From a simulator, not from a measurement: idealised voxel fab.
process module | voxel lift off
cross-section cut | 230 nm wide | cells 5 nm
A cross-section is a grid of square cells, given in bands from the top down. A band is one or more rows of cells.
Each band's line starts with the height of the band's top and of its bottom, in nm. Then come its materials from left to right, each with its width in nm. One material with "throughout" fills the band from edge to edge. "air" is empty space.
Height 0 is the level under which the wafer as received is all one material. The lowest band goes on downwards, as in "0 down".
A width such as "30 to 40" changes by the same amount from each row of cells to the next, from the band's top row to its bottom row.
"no change" after a step means that no cell of the cross-section changed.
closed voids: empty space of 8 cells or more with no open way to the top, each as width x height at its distance from the left edge, in nm
after a step's settings: what the simulator itself notes on the step
overlay nm, on a step with a mask: how far to the right of its planned place the mask lay; to the left if negative
plan
1 op RECEIVE | material Si
2 op CONFORMAL_DEP | material SiN | thk nm 5
3 op PATTERN | tone open | mask id LINES | material resist | width nm 30 | pitch nm 55 | thk nm 15 | overlay nm 0
4 op DIRECTIONAL_DEP | material Ru | thk nm 5
5 op STRIP | etch materials resist
6 op CONFORMAL_DEP | material SiO2 | thk nm 10
first wafer, as planned
as received, after step 1
  0 down: Si throughout
  closed voids: none
after step 2
  5 to 0: SiN throughout
  below 0: unchanged
after step 3
  20 to 5: resist 45 | air 30 | resist 25 | air 30 | resist 25 | air 30 | resist 45
  below 5: unchanged
after step 4
  25 to 20: Ru 45 | air 30 | Ru 25 | air 30 | Ru 25 | air 30 | Ru 45
  20 to 10: resist 45 | air 30 | resist 25 | air 30 | resist 25 | air 30 | resist 45
  10 to 5: resist 45 | Ru 30 | resist 25 | Ru 30 | resist 25 | Ru 30 | resist 45
  below 5: unchanged
after step 5
  10 to 5: air 45 | Ru 30 | air 25 | Ru 30 | air 25 | Ru 30 | air 45
  below 5: unchanged
after step 6
  20 to 15: air 35 | SiO2 50 | air 5 | SiO2 50 | air 5 | SiO2 50 | air 35
  15 to 10: SiO2 throughout
  10 to 5: SiO2 45 | Ru 30 | SiO2 25 | Ru 30 | SiO2 25 | Ru 30 | SiO2 45
  below 5: unchanged
second wafer: like start, like plan, one mistake. Through step 3 it matches the first wafer
when step 4 should have ended
  25 to 20: SiN 45 | air 30 | SiN 25 | air 30 | SiN 25 | air 30 | SiN 45
  20 to 10: resist 45 | air 30 | resist 25 | air 30 | resist 25 | air 30 | resist 45
  10 to 5: resist 45 | SiN 30 | resist 25 | SiN 30 | resist 25 | SiN 30 | resist 45
  below 5: unchanged
when step 5 should have ended
  10 to 5: air 45 | SiN 30 | air 25 | SiN 30 | air 25 | SiN 30 | air 45
  below 5: unchanged
when step 6 should have ended
  20 to 15: air 35 | SiO2 50 | air 5 | SiO2 50 | air 5 | SiO2 50 | air 35
  15 to 10: SiO2 throughout
  10 to 5: SiO2 45 | SiN 30 | SiO2 25 | SiN 30 | SiO2 25 | SiN 30 | SiO2 45
  below 5: unchanged
what went wrong: step 4 ran as: op DIRECTIONAL_DEP | material SiN | thk nm 5
at the end the second wafer has, in cells: 18 fewer of Ru | 18 more of SiN
